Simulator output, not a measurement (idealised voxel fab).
Documented hereafter: the process module known as voxel plated lines.
Cross-sectional view cut (width: 290 nm; square cell size: 5 nm).
Reading order for cross-sections: top band down to bottom band. Underlying form: a grid of square cells. Band size: one or more rows of cells.
Heights first: top, then bottom, in nm. Then materials, left to right, each with a width in nm. "all across" on a single material: fills the band edge to edge. "air": empty space.
Where do heights start? At 0: under that level the wafer as delivered is made of one material only. And the lowest band has no floor; it just carries on downward, as in "z 0 and below".
Note: "30 to 40" means the width goes from the first number (top row of the band) to the second number (bottom row) in equal steps per row of cells.
"remained the same" for a step: no cell of the cross-section changed in that step.
"Enclosed void catalog": empty spaces of 8 cells or more with no open way to the top, each given as width x height at distance, distance from the left edge, all in nm.
Note: text after step settings on the step line = simulator remark on that step.
What "overlay nm" on a step's line means: if the step has a mask, that mask lay this far to the right of its planned place, or, when the value is negative, to the left.
# So here's the lineup of process steps we planned
1. RECEIVE | material Si
2. CONFORMAL_DEP | material Al2O3 | thk nm 10
3. DIRECTIONAL_DEP | material TiN | thk nm 5
4. PATTERN | tone open | mask id LINES | material resist | width nm 30 | pitch nm 60 | thk nm 40 | overlay nm 0
5. EPI | material Ru | thk nm 5
6. EPI | material Ru | thk nm 5
7. EPI | material Ru | thk nm 5
8. STRIP | etch materials resist
9. DIRECTIONAL_ETCH | etch materials TiN | depth nm 5
10. CONFORMAL_DEP | material SiO2 | thk nm 5
# Cross-section, incoming material, after step 1
> z 0 and below = Si all across
> Enclosed void catalog: none
# Result of the module, cross-sectioned: start per above, plan per above, one error in how it was run
> z 35 to 30 = air=90, SiO2=50, air=10, SiO2=50, air=90
> z 30 to 15 = air=90, SiO2=5, Ru=40, SiO2=5, air=10, SiO2=5, Ru=40, SiO2=5, air=90
> z 15 to 10 = SiO2=95, TiN=40, SiO2=20, TiN=40, SiO2=95
> z 10 to 0 = Al2O3 all across
> z 0 and below = Si all across
> Enclosed void catalog: none
Misprocessing identified: in deviation from the planned setting, step 4 was conducted as PATTERN | tone open | mask id LINES | material resist | width nm 40 | pitch nm 60 | thk nm 40 | overlay nm 0
